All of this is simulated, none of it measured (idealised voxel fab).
Herein follows the process module entitled voxel self aligned contacts.
Section cut is 295 nm wide and gridded with 5 nm square cells.
We lay out every cross-section as a grid of square cells and spell it out in bands from the top down, where one band means one or more rows of cells. For a band, the entry starts with two heights in nm, that of the top and then that of the bottom, and carries on with the band's materials in order from left to right, each alongside its width in nm; the word "edge to edge" beside a single material means it fills the band edge to edge, and "empty" means empty space. Measure heights from 0. That's the level where, below it, the as-received wafer is all one material. The lowest band is bottomless and extends downward; write it as in "0 -> down". With a width like "30->40", each row of cells in the band differs from the next by the same amount, the top row carrying the first number and the bottom row the second. "same as before" means the step left every cell of the cross-section as it was. Any empty space of 8 cells or more lacking an open way to the top shows up in "Closed-off voids" as width x height at distance, distance from the left edge, in nm. On each step's line, the part that comes after the settings is the simulator's own comment on the step. When a step includes a mask, the "overlay nm" setting on its line states how far to the right of its planned place that mask lay, and negative values state how far to the left.
Listed below are the process steps as planned
1 RECEIVE, material Si
2 CONFORMAL_DEP, material SiO2, thk nm 5
3 DIRECTIONAL_DEP, material polySi, thk nm 20
4 DIRECTIONAL_DEP, material SiN, thk nm 25
5 DIRECTIONAL_DEP, material aC, thk nm 15
6 PATTERN, tone cover, mask id GATE, material resist, width nm 25, pitch nm 65, thk nm 30, overlay nm 0
7 DIRECTIONAL_ETCH, etch materials aC, depth nm 15
8 STRIP, etch materials resist
9 DIRECTIONAL_ETCH, etch materials SiN, depth nm 25
10 DIRECTIONAL_ETCH, etch materials polySi, depth nm 20
11 STRIP, etch materials aC
12 CONFORMAL_DEP, material SiN, thk nm 10
13 DIRECTIONAL_ETCH, etch materials SiN, depth nm 10
14 FILL_DEP, material SiO2, thk nm 15
15 CMP, height nm 60
16 DIRECTIONAL_DEP, material aC, thk nm 10
17 PATTERN, tone open, mask id CONTACT, material resist, width nm 50, pitch nm 65, thk nm 25, overlay nm 0
18 DIRECTIONAL_ETCH, etch materials aC, depth nm 10
19 STRIP, etch materials resist
20 DIRECTIONAL_ETCH, etch materials SiO2, depth nm 60
21 STRIP, etch materials aC
22 CONFORMAL_DEP, material TiN, thk nm 5
23 FILL_DEP, material Ru, thk nm 10
24 CMP, height nm 60
25 CONFORMAL_DEP, material SiN, thk nm 5
As received (post step 1): cross-section
- 0 -> down | Si edge to edge
- Closed-off voids: none
Wafer cross-section at end of module: start and plan as shown above, one execution error
- 65 -> 60 | polySi edge to edge
- 60 -> 50 | SiO2: 90 | TiN: 5->20 | Ru: 40->10 | TiN: 5->20 | SiO2: 15 | TiN: 5->20 | Ru: 40->10 | TiN: 5->20 | SiO2: 90
- 50 -> 25 | SiO2: 60 | SiN: 45 | TiN: 5 | Ru: 10 | TiN: 5 | SiN: 45 | TiN: 5 | Ru: 10 | TiN: 5 | SiN: 45 | SiO2: 60
- 25 -> 5 | SiO2: 60 | SiN: 10 | polySi: 25 | SiN: 10 | TiN: 5 | Ru: 10 | TiN: 5 | SiN: 10 | polySi: 25 | SiN: 10 | TiN: 5 | Ru: 10 | TiN: 5 | SiN: 10 | polySi: 25 | SiN: 10 | SiO2: 60
- 5 -> 0 | SiO2: 105 | TiN: 20 | SiO2: 45 | TiN: 20 | SiO2: 105
- 0 -> down | Si edge to edge
- Closed-off voids: none
Misprocessing identified: step 25 ran with different settings than intended, the actual operation and settings being CONFORMAL_DEP, material polySi, thk nm 5
